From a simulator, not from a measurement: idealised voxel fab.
process module | voxel transistor to metal
cross-section cut | 285 nm wide | cells 5 nm
A cross-section is a grid of square cells, given in bands from the top down. A band is one or more rows of cells.
Each band's line starts with the height of the band's top and of its bottom, in nm. Then come its materials from left to right, each with its width in nm. One material with "throughout" fills the band from edge to edge. "air" is empty space.
Height 0 is the level under which the wafer as received is all one material. The lowest band goes on downwards, as in "0 down".
A width such as "30 to 40" changes by the same amount from each row of cells to the next, from the band's top row to its bottom row.
"no change" after a step means that no cell of the cross-section changed.
closed voids: empty space of 8 cells or more with no open way to the top, each as width x height at its distance from the left edge, in nm
after a step's settings: what the simulator itself notes on the step
overlay nm, on a step with a mask: how far to the right of its planned place the mask lay; to the left if negative
Each pair below shows a cross-section before one step and the cross-section after it, down to the lowest band that changed. The line under each pair gives the step between them, with its settings. The pairs can come from different runs of this module on the same starting wafer, so a pair continues from the pair above only where its "before" says so.
before
  0 down: Si throughout
  closed voids: none
after
  5 to 0: SiO2 throughout
  below 0: unchanged
  closed voids: none
the step between: op CONFORMAL_DEP | material SiO2 | thk nm 5
before: the cross-section after the pair above
after
  15 to 5: SiN throughout
  below 5: unchanged
  closed voids: none
the step between: op CONFORMAL_DEP | material SiN | thk nm 10
before: the cross-section after the pair above
after
  35 to 15: air 20 | resist 105 | air 30 | resist 105 | air 25
  below 15: unchanged
  closed voids: none
the step between: op PATTERN | tone cover | mask id ACTIVE | material resist | width nm 105 | pitch nm 135 | thk nm 20 | overlay nm 0
before: the cross-section after the pair above
after
  35 to 15: air 20 | resist 105 | air 30 | resist 105 | air 25
  15 to 5: air 20 | SiN 105 | air 30 | SiN 105 | air 25
  below 5: unchanged
  closed voids: none
the step between: op DIRECTIONAL_ETCH | etch materials SiN | depth nm 10
before: the cross-section after the pair above
after
  35 to 15: air 20 | resist 105 | air 30 | resist 105 | air 25
  15 to 5: air 20 | SiN 105 | air 30 | SiN 105 | air 25
  5 to 0: air 20 | SiO2 105 | air 30 | SiO2 105 | air 25
  below 0: unchanged
  closed voids: none
the step between: op DIRECTIONAL_ETCH | etch materials SiO2 | depth nm 5
before: the cross-section after the pair above
after
  35 to 15: air 20 | resist 105 | air 30 | resist 105 | air 25
  15 to 5: air 20 | SiN 105 | air 30 | SiN 105 | air 25
  5 to 0: air 20 | SiO2 105 | air 30 | SiO2 105 | air 25
  0 to -35: air 20 | Si 105 | air 30 | Si 105 | air 25
  below -35: unchanged
  closed voids: none
the step between: op DIRECTIONAL_ETCH | etch materials Si | depth nm 35
before: the cross-section after the pair above
after
  15 to 5: air 20 | SiN 105 | air 30 | SiN 105 | air 25
  below 5: unchanged
  closed voids: none
the step between: op STRIP | etch materials resist
before: the cross-section after the pair above
after
  15 to 5: air 20 | SiN 105 | air 30 | SiN 105 | air 25
  5 to 0: air 20 | SiO2 105 | air 30 | SiO2 105 | air 25
  0 to -35: air 20 | SiO2 5 | Si 95 | SiO2 5 | air 30 | SiO2 5 | Si 95 | SiO2 5 | air 25
  -35 to -40: SiO2 25 | Si 95 | SiO2 40 | Si 95 | SiO2 30
  below -40: unchanged
  closed voids: none
the step between: op OXIDIZE | depth nm 5
before: the cross-section after the pair above
after
  25 to 15: SiO2 throughout
  15 to 5: SiO2 20 | SiN 105 | SiO2 30 | SiN 105 | SiO2 25
  5 to 0: SiO2 throughout
  0 to -40: SiO2 25 | Si 95 | SiO2 40 | Si 95 | SiO2 30
  below -40: unchanged
  closed voids: none
the step between: op FILL_DEP | material SiO2 | thk nm 10
before: the cross-section after the pair above
after
  15 to 5: SiO2 20 | SiN 105 | SiO2 30 | SiN 105 | SiO2 25
  below 5: unchanged
  closed voids: none
the step between: op CMP | height nm 15
before: the cross-section after the pair above
after
  15 to 5: air 20 | SiN 105 | air 30 | SiN 105 | air 25
  below 5: unchanged
  closed voids: none
the step between: op SELECTIVE_ETCH | etch materials SiO2 | depth nm 10
before: the cross-section after the pair above
after
  5 to 0: SiO2 throughout
  below 0: unchanged
  closed voids: none
the step between: op STRIP | etch materials SiN
before: the cross-section after the pair above
after
  0 to -40: SiO2 25 | Si 95 | SiO2 40 | Si 95 | SiO2 30
  below -40: unchanged
  closed voids: none
the step between: op SELECTIVE_ETCH | etch materials SiO2 | depth nm 5
before: the cross-section after the pair above
after
  0 to -5: SiO2 throughout
  below -5: unchanged
  closed voids: none
the step between: op OXIDIZE | depth nm 5
before: the cross-section after the pair above
after
  25 to 0: polySi throughout
  below 0: unchanged
  closed voids: none
the step between: op DIRECTIONAL_DEP | material polySi | thk nm 25
before: the cross-section after the pair above
after
  40 to 25: SiCN throughout
  below 25: unchanged
  closed voids: none
the step between: op DIRECTIONAL_DEP | material SiCN | thk nm 15
before: the cross-section after the pair above
after
  40 to 25: air 60 | SiCN 25 | air 110 | SiCN 25 | air 65
  below 25: unchanged
  closed voids: none
the step between: op MASKED_ETCH | tone cover | mask id GATE | width nm 25 | pitch nm 135 | etch materials SiCN | depth nm 25 | overlay nm 0
before: the cross-section after the pair above
after
  40 to 25: air 60 | SiCN 25 | air 110 | SiCN 25 | air 65
  25 to 0: air 60 | polySi 25 | air 110 | polySi 25 | air 65
  below 0: unchanged
  closed voids: none
the step between: op MASKED_ETCH | tone cover | mask id GATE | width nm 25 | pitch nm 135 | etch materials polySi | depth nm 35 | overlay nm 0
before: the cross-section after the pair above
after
  45 to 40: air 55 | SiN 35 | air 100 | SiN 35 | air 60
  40 to 25: air 55 | SiN 5 | SiCN 25 | SiN 5 | air 100 | SiN 5 | SiCN 25 | SiN 5 | air 60
  25 to 5: air 55 | SiN 5 | polySi 25 | SiN 5 | air 100 | SiN 5 | polySi 25 | SiN 5 | air 60
  5 to 0: SiN 60 | polySi 25 | SiN 110 | polySi 25 | SiN 65
  below 0: unchanged
  closed voids: none
the step between: op CONFORMAL_DEP | material SiN | thk nm 5
before: the cross-section after the pair above
after
  40 to 25: air 55 | SiN 5 | SiCN 25 | SiN 5 | air 100 | SiN 5 | SiCN 25 | SiN 5 | air 60
  25 to 0: air 55 | SiN 5 | polySi 25 | SiN 5 | air 100 | SiN 5 | polySi 25 | SiN 5 | air 60
  below 0: unchanged
  closed voids: none
the step between: op DIRECTIONAL_ETCH | etch materials SiN | depth nm 5
before: the cross-section after the pair above
after
  40 to 25: air 55 | SiN 5 | SiCN 25 | SiN 5 | air 100 | SiN 5 | SiCN 25 | SiN 5 | air 60
  25 to 0: air 55 | SiN 5 | polySi 25 | SiN 5 | air 100 | SiN 5 | polySi 25 | SiN 5 | air 60
  0 to -5: air 55 | SiO2 35 | air 100 | SiO2 35 | air 60
  below -5: unchanged
  closed voids: none
the step between: op DIRECTIONAL_ETCH | etch materials SiO2 | depth nm 5
before: the cross-section after the pair above
after
  40 to 25: air 55 | SiN 5 | SiCN 25 | SiN 5 | air 100 | SiN 5 | SiCN 25 | SiN 5 | air 60
  25 to 0: air 55 | SiN 5 | polySi 25 | SiN 5 | air 100 | SiN 5 | polySi 25 | SiN 5 | air 60
  0 to -5: air 55 | SiO2 35 | air 100 | SiO2 35 | air 60
  -5 to -15: SiO2 25 | air 30 | Si 35 | air 30 | SiO2 40 | air 30 | Si 35 | air 30 | SiO2 30
  below -15: unchanged
  closed voids: none
the step between: op DIRECTIONAL_ETCH | etch materials Si | depth nm 10
before: the cross-section after the pair above
after
  40 to 25: air 55 | SiN 5 | SiCN 25 | SiN 5 | air 100 | SiN 5 | SiCN 25 | SiN 5 | air 60
  25 to 5: air 55 | SiN 5 | polySi 25 | SiN 5 | air 100 | SiN 5 | polySi 25 | SiN 5 | air 60
  5 to 0: air 45 | nSi 10 | SiN 5 | polySi 25 | SiN 5 | nSi 10 | air 80 | nSi 10 | SiN 5 | polySi 25 | SiN 5 | nSi 10 | air 50
  0 to -5: air 45 | nSi 10 | SiO2 35 | nSi 10 | air 80 | nSi 10 | SiO2 35 | nSi 10 | air 50
  -5 to -15: SiO2 25 | nSi 30 | Si 35 | nSi 30 | SiO2 40 | nSi 30 | Si 35 | nSi 30 | SiO2 30
  below -15: unchanged
  closed voids: none
the step between: op EPI | material nSi | thk nm 10
before: the cross-section after the pair above
after
  45 to 40: SiO2 throughout
  40 to 25: SiO2 55 | SiN 5 | SiCN 25 | SiN 5 | SiO2 100 | SiN 5 | SiCN 25 | SiN 5 | SiO2 60
  25 to 5: SiO2 55 | SiN 5 | polySi 25 | SiN 5 | SiO2 100 | SiN 5 | polySi 25 | SiN 5 | SiO2 60
  5 to 0: SiO2 45 | nSi 10 | SiN 5 | polySi 25 | SiN 5 | nSi 10 | SiO2 80 | nSi 10 | SiN 5 | polySi 25 | SiN 5 | nSi 10 | SiO2 50
  0 to -5: SiO2 45 | nSi 10 | SiO2 35 | nSi 10 | SiO2 80 | nSi 10 | SiO2 35 | nSi 10 | SiO2 50
  below -5: unchanged
  closed voids: none
the step between: op FILL_DEP | material SiO2 | thk nm 5
before: the cross-section after the pair above
after
  40 to 25: SiO2 55 | SiN 5 | SiCN 25 | SiN 5 | SiO2 100 | SiN 5 | SiCN 25 | SiN 5 | SiO2 60
  below 25: unchanged
  closed voids: none
the step between: op CMP | height nm 40
before: the cross-section after the pair above
after
  55 to 40: SiO2 throughout
  below 40: unchanged
  closed voids: none
the step between: op DIRECTIONAL_DEP | material SiO2 | thk nm 15
before: the cross-section after the pair above
after
  75 to 55: resist 25 | air 15 | resist 65 | air 15 | resist 40 | air 15 | resist 65 | air 15 | resist 30
  below 55: unchanged
  closed voids: none
the step between: op PATTERN | tone open | mask id CONTACT | material resist | width nm 15 | thk nm 20 | overlay nm 0
before: the cross-section after the pair above
after
  75 to 55: resist 25 | air 15 | resist 65 | air 15 | resist 40 | air 15 | resist 65 | air 15 | resist 30
  55 to 40: SiO2 25 | air 15 | SiO2 65 | air 15 | SiO2 40 | air 15 | SiO2 65 | air 15 | SiO2 30
  40 to 25: SiO2 25 | air 15 | SiO2 15 | SiN 5 | SiCN 25 | SiN 5 | SiO2 15 | air 15 | SiO2 40 | air 15 | SiO2 15 | SiN 5 | SiCN 25 | SiN 5 | SiO2 15 | air 15 | SiO2 30
  25 to 5: SiO2 25 | air 15 | SiO2 15 | SiN 5 | polySi 25 | SiN 5 | SiO2 15 | air 15 | SiO2 40 | air 15 | SiO2 15 | SiN 5 | polySi 25 | SiN 5 | SiO2 15 | air 15 | SiO2 30
  5 to 0: SiO2 25 | air 15 | SiO2 5 | nSi 10 | SiN 5 | polySi 25 | SiN 5 | nSi 10 | SiO2 5 | air 15 | SiO2 40 | air 15 | SiO2 5 | nSi 10 | SiN 5 | polySi 25 | SiN 5 | nSi 10 | SiO2 5 | air 15 | SiO2 30
  0 to -5: SiO2 25 | air 15 | SiO2 5 | nSi 10 | SiO2 35 | nSi 10 | SiO2 5 | air 15 | SiO2 40 | air 15 | SiO2 5 | nSi 10 | SiO2 35 | nSi 10 | SiO2 5 | air 15 | SiO2 30
  below -5: unchanged
  closed voids: none
the step between: op DIRECTIONAL_ETCH | etch materials SiO2 | depth nm 60
before: the cross-section after the pair above
after
  55 to 40: SiO2 25 | air 15 | SiO2 65 | air 15 | SiO2 40 | air 15 | SiO2 65 | air 15 | SiO2 30
  below 40: unchanged
  closed voids: none
the step between: op STRIP | etch materials resist
before: the cross-section after the pair above
after
  60 to 55: TiN 30 | air 5 | TiN 75 | air 5 | TiN 50 | air 5 | TiN 75 | air 5 | TiN 35
  55 to 40: SiO2 25 | TiN 5 | air 5 | TiN 5 | SiO2 65 | TiN 5 | air 5 | TiN 5 | SiO2 40 | TiN 5 | air 5 | TiN 5 | SiO2 65 | TiN 5 | air 5 | TiN 5 | SiO2 30
  40 to 25: SiO2 25 | TiN 5 | air 5 | TiN 5 | SiO2 15 | SiN 5 | SiCN 25 | SiN 5 | SiO2 15 | TiN 5 | air 5 | TiN 5 | SiO2 40 | TiN 5 | air 5 | TiN 5 | SiO2 15 | SiN 5 | SiCN 25 | SiN 5 | SiO2 15 | TiN 5 | air 5 | TiN 5 | SiO2 30
  25 to 5: SiO2 25 | TiN 5 | air 5 | TiN 5 | SiO2 15 | SiN 5 | polySi 25 | SiN 5 | SiO2 15 | TiN 5 | air 5 | TiN 5 | SiO2 40 | TiN 5 | air 5 | TiN 5 | SiO2 15 | SiN 5 | polySi 25 | SiN 5 | SiO2 15 | TiN 5 | air 5 | TiN 5 | SiO2 30
  5 to 0: SiO2 25 | TiN 5 | air 5 | TiN 5 | SiO2 5 | nSi 10 | SiN 5 | polySi 25 | SiN 5 | nSi 10 | SiO2 5 | TiN 5 | air 5 | TiN 5 | SiO2 40 | TiN 5 | air 5 | TiN 5 | SiO2 5 | nSi 10 | SiN 5 | polySi 25 | SiN 5 | nSi 10 | SiO2 5 | TiN 5 | air 5 | TiN 5 | SiO2 30
  0 to -5: SiO2 25 | TiN 15 | SiO2 5 | nSi 10 | SiO2 35 | nSi 10 | SiO2 5 | TiN 15 | SiO2 40 | TiN 15 | SiO2 5 | nSi 10 | SiO2 35 | nSi 10 | SiO2 5 | TiN 15 | SiO2 30
  below -5: unchanged
  closed voids: none
the step between: op CONFORMAL_DEP | material TiN | thk nm 5
before: the cross-section after the pair above
after
  65 to 60: W throughout
  60 to 55: TiN 30 | W 5 | TiN 75 | W 5 | TiN 50 | W 5 | TiN 75 | W 5 | TiN 35
  55 to 40: SiO2 25 | TiN 5 | W 5 | TiN 5 | SiO2 65 | TiN 5 | W 5 | TiN 5 | SiO2 40 | TiN 5 | W 5 | TiN 5 | SiO2 65 | TiN 5 | W 5 | TiN 5 | SiO2 30
  40 to 25: SiO2 25 | TiN 5 | W 5 | TiN 5 | SiO2 15 | SiN 5 | SiCN 25 | SiN 5 | SiO2 15 | TiN 5 | W 5 | TiN 5 | SiO2 40 | TiN 5 | W 5 | TiN 5 | SiO2 15 | SiN 5 | SiCN 25 | SiN 5 | SiO2 15 | TiN 5 | W 5 | TiN 5 | SiO2 30
  25 to 5: SiO2 25 | TiN 5 | W 5 | TiN 5 | SiO2 15 | SiN 5 | polySi 25 | SiN 5 | SiO2 15 | TiN 5 | W 5 | TiN 5 | SiO2 40 | TiN 5 | W 5 | TiN 5 | SiO2 15 | SiN 5 | polySi 25 | SiN 5 | SiO2 15 | TiN 5 | W 5 | TiN 5 | SiO2 30
  5 to 0: SiO2 25 | TiN 5 | W 5 | TiN 5 | SiO2 5 | nSi 10 | SiN 5 | polySi 25 | SiN 5 | nSi 10 | SiO2 5 | TiN 5 | W 5 | TiN 5 | SiO2 40 | TiN 5 | W 5 | TiN 5 | SiO2 5 | nSi 10 | SiN 5 | polySi 25 | SiN 5 | nSi 10 | SiO2 5 | TiN 5 | W 5 | TiN 5 | SiO2 30
  below 0: unchanged
  closed voids: none
the step between: op FILL_DEP | material W | thk nm 5
before: the cross-section after the pair above
after
  55 to 40: SiO2 25 | TiN 5 | W 5 | TiN 5 | SiO2 65 | TiN 5 | W 5 | TiN 5 | SiO2 40 | TiN 5 | W 5 | TiN 5 | SiO2 65 | TiN 5 | W 5 | TiN 5 | SiO2 30
  below 40: unchanged
  closed voids: none
the step between: op CMP | height nm 55
before: the cross-section after the pair above
after
  60 to 55: SiCN throughout
  below 55: unchanged
  closed voids: none
the step between: op CONFORMAL_DEP | material SiCN | thk nm 5
before: the cross-section after the pair above
after
  85 to 60: lowk throughout
  below 60: unchanged
  closed voids: none
the step between: op DIRECTIONAL_DEP | material lowk | thk nm 25
before: the cross-section after the pair above
after
  100 to 85: resist 25 | air 15 | resist 65 | air 15 | resist 40 | air 15 | resist 65 | air 15 | resist 30
  below 85: unchanged
  closed voids: none
the step between: op PATTERN | tone open | mask id METAL_1 | material resist | width nm 15 | thk nm 15 | overlay nm 0
before: the cross-section after the pair above
after
  100 to 85: resist 25 | air 15 | resist 65 | air 15 | resist 40 | air 15 | resist 65 | air 15 | resist 30
  85 to 60: lowk 25 | air 15 | lowk 65 | air 15 | lowk 40 | air 15 | lowk 65 | air 15 | lowk 30
  below 60: unchanged
  closed voids: none
the step between: op DIRECTIONAL_ETCH | etch materials lowk | depth nm 25
before: the cross-section after the pair above
after
  100 to 85: resist 25 | air 15 | resist 65 | air 15 | resist 40 | air 15 | resist 65 | air 15 | resist 30
  85 to 60: lowk 25 | air 15 | lowk 65 | air 15 | lowk 40 | air 15 | lowk 65 | air 15 | lowk 30
  60 to 55: SiCN 25 | air 15 | SiCN 65 | air 15 | SiCN 40 | air 15 | SiCN 65 | air 15 | SiCN 30
  below 55: unchanged
  closed voids: none
the step between: op DIRECTIONAL_ETCH | etch materials SiCN | depth nm 5
before: the cross-section after the pair above
after
  85 to 60: lowk 25 | air 15 | lowk 65 | air 15 | lowk 40 | air 15 | lowk 65 | air 15 | lowk 30
  below 60: unchanged
  closed voids: none
the step between: op STRIP | etch materials resist
before: the cross-section after the pair above
after
  90 to 85: TiN 30 | air 5 | TiN 75 | air 5 | TiN 50 | air 5 | TiN 75 | air 5 | TiN 35
  85 to 60: lowk 25 | TiN 5 | air 5 | TiN 5 | lowk 65 | TiN 5 | air 5 | TiN 5 | lowk 40 | TiN 5 | air 5 | TiN 5 | lowk 65 | TiN 5 | air 5 | TiN 5 | lowk 30
  60 to 55: SiCN 25 | TiN 15 | SiCN 65 | TiN 15 | SiCN 40 | TiN 15 | SiCN 65 | TiN 15 | SiCN 30
  below 55: unchanged
  closed voids: none
the step between: op CONFORMAL_DEP | material TiN | thk nm 5
before: the cross-section after the pair above
after
  100 to 90: Ru throughout
  90 to 85: TiN 30 | Ru 5 | TiN 75 | Ru 5 | TiN 50 | Ru 5 | TiN 75 | Ru 5 | TiN 35
  85 to 60: lowk 25 | TiN 5 | Ru 5 | TiN 5 | lowk 65 | TiN 5 | Ru 5 | TiN 5 | lowk 40 | TiN 5 | Ru 5 | TiN 5 | lowk 65 | TiN 5 | Ru 5 | TiN 5 | lowk 30
  below 60: unchanged
  closed voids: none
the step between: op FILL_DEP | material Ru | thk nm 10
before: the cross-section after the pair above
after
  85 to 60: lowk 25 | TiN 5 | Ru 5 | TiN 5 | lowk 65 | TiN 5 | Ru 5 | TiN 5 | lowk 40 | TiN 5 | Ru 5 | TiN 5 | lowk 65 | TiN 5 | Ru 5 | TiN 5 | lowk 30
  below 60: unchanged
  closed voids: none
the step between: op CMP | height nm 85
before: the cross-section after the pair above
after
  90 to 85: SiCN throughout
  below 85: unchanged
  closed voids: none
the step between: op CONFORMAL_DEP | material SiCN | thk nm 5
before
  0 down: Si throughout
  closed voids: none
after
  10 to 0: SiN throughout
  below 0: unchanged
  closed voids: none
the step between: op CONFORMAL_DEP | material SiN | thk nm 10
before: the cross-section after the pair above
after
  30 to 10: air 20 | resist 105 | air 30 | resist 105 | air 25
  below 10: unchanged
  closed voids: none
the step between: op PATTERN | tone cover | mask id ACTIVE | material resist | width nm 105 | pitch nm 135 | thk nm 20 | overlay nm 0
before: the cross-section after the pair above
after
  30 to 10: air 20 | resist 105 | air 30 | resist 105 | air 25
  10 to 0: air 20 | SiN 105 | air 30 | SiN 105 | air 25
  below 0: unchanged
  closed voids: none
the step between: op DIRECTIONAL_ETCH | etch materials SiN | depth nm 10
before: the cross-section after the pair above
after
  30 to 10: air 20 | resist 105 | air 30 | resist 105 | air 25
  10 to 0: air 20 | SiN 105 | air 30 | SiN 105 | air 25
  0 to -35: air 20 | Si 105 | air 30 | Si 105 | air 25
  below -35: unchanged
  closed voids: none
the step between: op DIRECTIONAL_ETCH | etch materials Si | depth nm 35
before: the cross-section after the pair above
after
  10 to 0: air 20 | SiN 105 | air 30 | SiN 105 | air 25
  below 0: unchanged
  closed voids: none
the step between: op STRIP | etch materials resist
before: the cross-section after the pair above
after
  10 to 0: air 20 | SiN 105 | air 30 | SiN 105 | air 25
  0 to -35: air 20 | SiO2 5 | Si 95 | SiO2 5 | air 30 | SiO2 5 | Si 95 | SiO2 5 | air 25
  -35 to -40: SiO2 25 | Si 95 | SiO2 40 | Si 95 | SiO2 30
  below -40: unchanged
  closed voids: none
the step between: op OXIDIZE | depth nm 5
before: the cross-section after the pair above
after
  20 to 10: SiO2 throughout
  10 to 0: SiO2 20 | SiN 105 | SiO2 30 | SiN 105 | SiO2 25
  0 to -40: SiO2 25 | Si 95 | SiO2 40 | Si 95 | SiO2 30
  below -40: unchanged
  closed voids: none
the step between: op FILL_DEP | material SiO2 | thk nm 10
before: the cross-section after the pair above
after
  15 to 10: SiO2 throughout
  below 10: unchanged
  closed voids: none
the step between: op CMP | height nm 15
before: the cross-section after the pair above
after
  10 to 5: air 20 | SiN 105 | air 30 | SiN 105 | air 25
  below 5: unchanged
  closed voids: none
the step between: op SELECTIVE_ETCH | etch materials SiO2 | depth nm 10
before: the cross-section after the pair above
after
  5 to 0: SiO2 20 | air 105 | SiO2 30 | air 105 | SiO2 25
  below 0: unchanged
  closed voids: none
the step between: op STRIP | etch materials SiN
before: the cross-section after the pair above
after
  0 to -5: SiO2 15 | air 10 | Si 95 | air 10 | SiO2 20 | air 10 | Si 95 | air 10 | SiO2 20
  below -5: unchanged
  closed voids: none
the step between: op SELECTIVE_ETCH | etch materials SiO2 | depth nm 5
before: the cross-section after the pair above
after
  0 to -5: SiO2 15 | air 10 | SiO2 95 | air 10 | SiO2 20 | air 10 | SiO2 95 | air 10 | SiO2 20
  -5 to -10: SiO2 30 | Si 85 | SiO2 50 | Si 85 | SiO2 35
  below -10: unchanged
  closed voids: none
the step between: op OXIDIZE | depth nm 5
before: the cross-section after the pair above
after
  25 to 20: polySi 15 | air 10 | polySi 95 | air 10 | polySi 20 | air 10 | polySi 95 | air 10 | polySi 20
  20 to 0: polySi throughout
  0 to -5: SiO2 15 | polySi 10 | SiO2 95 | polySi 10 | SiO2 20 | polySi 10 | SiO2 95 | polySi 10 | SiO2 20
  below -5: unchanged
  closed voids: none
the step between: op DIRECTIONAL_DEP | material polySi | thk nm 25
before: the cross-section after the pair above
after
  40 to 35: SiCN 15 | air 10 | SiCN 95 | air 10 | SiCN 20 | air 10 | SiCN 95 | air 10 | SiCN 20
  35 to 25: SiCN throughout
  25 to 20: polySi 15 | SiCN 10 | polySi 95 | SiCN 10 | polySi 20 | SiCN 10 | polySi 95 | SiCN 10 | polySi 20
  below 20: unchanged
  closed voids: none
the step between: op DIRECTIONAL_DEP | material SiCN | thk nm 15
before: the cross-section after the pair above
after
  40 to 25: air 60 | SiCN 25 | air 110 | SiCN 25 | air 65
  25 to 20: polySi 15 | air 10 | polySi 95 | air 10 | polySi 20 | air 10 | polySi 95 | air 10 | polySi 20
  below 20: unchanged
  closed voids: none
the step between: op MASKED_ETCH | tone cover | mask id GATE | width nm 25 | pitch nm 135 | etch materials SiCN | depth nm 25 | overlay nm 0
before: the cross-section after the pair above
after
  40 to 25: air 60 | SiCN 25 | air 110 | SiCN 25 | air 65
  25 to 0: air 60 | polySi 25 | air 110 | polySi 25 | air 65
  0 to -5: SiO2 15 | air 10 | SiO2 95 | air 10 | SiO2 20 | air 10 | SiO2 95 | air 10 | SiO2 20
  below -5: unchanged
  closed voids: none
the step between: op MASKED_ETCH | tone cover | mask id GATE | width nm 25 | pitch nm 135 | etch materials polySi | depth nm 35 | overlay nm 0
before: the cross-section after the pair above
after
  45 to 40: air 55 | SiN 35 | air 100 | SiN 35 | air 60
  40 to 25: air 55 | SiN 5 | SiCN 25 | SiN 5 | air 100 | SiN 5 | SiCN 25 | SiN 5 | air 60
  25 to 5: air 55 | SiN 5 | polySi 25 | SiN 5 | air 100 | SiN 5 | polySi 25 | SiN 5 | air 60
  5 to 0: SiN 60 | polySi 25 | SiN 110 | polySi 25 | SiN 65
  0 to -5: SiO2 15 | SiN 10 | SiO2 95 | SiN 10 | SiO2 20 | SiN 10 | SiO2 95 | SiN 10 | SiO2 20
  below -5: unchanged
  closed voids: none
the step between: op CONFORMAL_DEP | material SiN | thk nm 5
before: the cross-section after the pair above
after
  40 to 25: air 55 | SiN 5 | SiCN 25 | SiN 5 | air 100 | SiN 5 | SiCN 25 | SiN 5 | air 60
  25 to 0: air 55 | SiN 5 | polySi 25 | SiN 5 | air 100 | SiN 5 | polySi 25 | SiN 5 | air 60
  below 0: unchanged
  closed voids: none
the step between: op DIRECTIONAL_ETCH | etch materials SiN | depth nm 5
before: the cross-section after the pair above
after
  40 to 25: air 55 | SiN 5 | SiCN 25 | SiN 5 | air 100 | SiN 5 | SiCN 25 | SiN 5 | air 60
  25 to 0: air 55 | SiN 5 | polySi 25 | SiN 5 | air 100 | SiN 5 | polySi 25 | SiN 5 | air 60
  0 to -5: air 15 | SiN 10 | air 30 | SiO2 35 | air 30 | SiN 10 | air 20 | SiN 10 | air 30 | SiO2 35 | air 30 | SiN 10 | air 20
  below -5: unchanged
  closed voids: none
the step between: op DIRECTIONAL_ETCH | etch materials SiO2 | depth nm 5
before: the cross-section after the pair above
after
  40 to 25: air 55 | SiN 5 | SiCN 25 | SiN 5 | air 100 | SiN 5 | SiCN 25 | SiN 5 | air 60
  25 to 0: air 55 | SiN 5 | polySi 25 | SiN 5 | air 100 | SiN 5 | polySi 25 | SiN 5 | air 60
  0 to -5: air 15 | SiN 10 | air 30 | SiO2 35 | air 30 | SiN 10 | air 20 | SiN 10 | air 30 | SiO2 35 | air 30 | SiN 10 | air 20
  -5 to -10: SiO2 30 | air 25 | Si 35 | air 25 | SiO2 50 | air 25 | Si 35 | air 25 | SiO2 35
  -10 to -15: SiO2 25 | Si 5 | air 25 | Si 35 | air 25 | Si 5 | SiO2 40 | Si 5 | air 25 | Si 35 | air 25 | Si 5 | SiO2 30
  below -15: unchanged
  closed voids: none
the step between: op DIRECTIONAL_ETCH | etch materials Si | depth nm 10
before: the cross-section after the pair above
after
  40 to 25: air 55 | SiN 5 | SiCN 25 | SiN 5 | air 100 | SiN 5 | SiCN 25 | SiN 5 | air 60
  25 to 5: air 55 | SiN 5 | polySi 25 | SiN 5 | air 100 | SiN 5 | polySi 25 | SiN 5 | air 60
  5 to 0: air 45 | nSi 10 | SiN 5 | polySi 25 | SiN 5 | nSi 10 | air 80 | nSi 10 | SiN 5 | polySi 25 | SiN 5 | nSi 10 | air 50
  0 to -5: air 15 | SiN 10 | nSi 15 | air 5 | nSi 10 | SiO2 35 | nSi 10 | air 5 | nSi 15 | SiN 10 | air 20 | SiN 10 | nSi 15 | air 5 | nSi 10 | SiO2 35 | nSi 10 | air 5 | nSi 15 | SiN 10 | air 20
  -5 to -10: SiO2 30 | nSi 25 | Si 35 | nSi 25 | SiO2 50 | nSi 25 | Si 35 | nSi 25 | SiO2 35
  -10 to -15: SiO2 25 | Si 5 | nSi 25 | Si 35 | nSi 25 | Si 5 | SiO2 40 | Si 5 | nSi 25 | Si 35 | nSi 25 | Si 5 | SiO2 30
  below -15: unchanged
  closed voids: none
the step between: op EPI | material nSi | thk nm 10
before: the cross-section after the pair above
after
  45 to 40: SiO2 throughout
  40 to 25: SiO2 55 | SiN 5 | SiCN 25 | SiN 5 | SiO2 100 | SiN 5 | SiCN 25 | SiN 5 | SiO2 60
  25 to 5: SiO2 55 | SiN 5 | polySi 25 | SiN 5 | SiO2 100 | SiN 5 | polySi 25 | SiN 5 | SiO2 60
  5 to 0: SiO2 45 | nSi 10 | SiN 5 | polySi 25 | SiN 5 | nSi 10 | SiO2 80 | nSi 10 | SiN 5 | polySi 25 | SiN 5 | nSi 10 | SiO2 50
  0 to -5: SiO2 15 | SiN 10 | nSi 15 | SiO2 5 | nSi 10 | SiO2 35 | nSi 10 | SiO2 5 | nSi 15 | SiN 10 | SiO2 20 | SiN 10 | nSi 15 | SiO2 5 | nSi 10 | SiO2 35 | nSi 10 | SiO2 5 | nSi 15 | SiN 10 | SiO2 20
  below -5: unchanged
  closed voids: none
the step between: op FILL_DEP | material SiO2 | thk nm 5
before: the cross-section after the pair above
after
  40 to 25: SiO2 55 | SiN 5 | SiCN 25 | SiN 5 | SiO2 100 | SiN 5 | SiCN 25 | SiN 5 | SiO2 60
  below 25: unchanged
  closed voids: none
the step between: op CMP | height nm 40
before: the cross-section after the pair above
after
  55 to 40: SiO2 throughout
  below 40: unchanged
  closed voids: none
the step between: op DIRECTIONAL_DEP | material SiO2 | thk nm 15
before: the cross-section after the pair above
after
  75 to 55: resist 25 | air 15 | resist 65 | air 15 | resist 40 | air 15 | resist 65 | air 15 | resist 30
  below 55: unchanged
  closed voids: none
the step between: op PATTERN | tone open | mask id CONTACT | material resist | width nm 15 | thk nm 20 | overlay nm 0
before: the cross-section after the pair above
after
  75 to 55: resist 25 | air 15 | resist 65 | air 15 | resist 40 | air 15 | resist 65 | air 15 | resist 30
  55 to 40: SiO2 25 | air 15 | SiO2 65 | air 15 | SiO2 40 | air 15 | SiO2 65 | air 15 | SiO2 30
  40 to 25: SiO2 25 | air 15 | SiO2 15 | SiN 5 | SiCN 25 | SiN 5 | SiO2 15 | air 15 | SiO2 40 | air 15 | SiO2 15 | SiN 5 | SiCN 25 | SiN 5 | SiO2 15 | air 15 | SiO2 30
  25 to 5: SiO2 25 | air 15 | SiO2 15 | SiN 5 | polySi 25 | SiN 5 | SiO2 15 | air 15 | SiO2 40 | air 15 | SiO2 15 | SiN 5 | polySi 25 | SiN 5 | SiO2 15 | air 15 | SiO2 30
  5 to 0: SiO2 25 | air 15 | SiO2 5 | nSi 10 | SiN 5 | polySi 25 | SiN 5 | nSi 10 | SiO2 5 | air 15 | SiO2 40 | air 15 | SiO2 5 | nSi 10 | SiN 5 | polySi 25 | SiN 5 | nSi 10 | SiO2 5 | air 15 | SiO2 30
  below 0: unchanged
  closed voids: none
the step between: op DIRECTIONAL_ETCH | etch materials SiO2 | depth nm 60
before: the cross-section after the pair above
after
  55 to 40: SiO2 25 | air 15 | SiO2 65 | air 15 | SiO2 40 | air 15 | SiO2 65 | air 15 | SiO2 30
  below 40: unchanged
  closed voids: none
the step between: op STRIP | etch materials resist
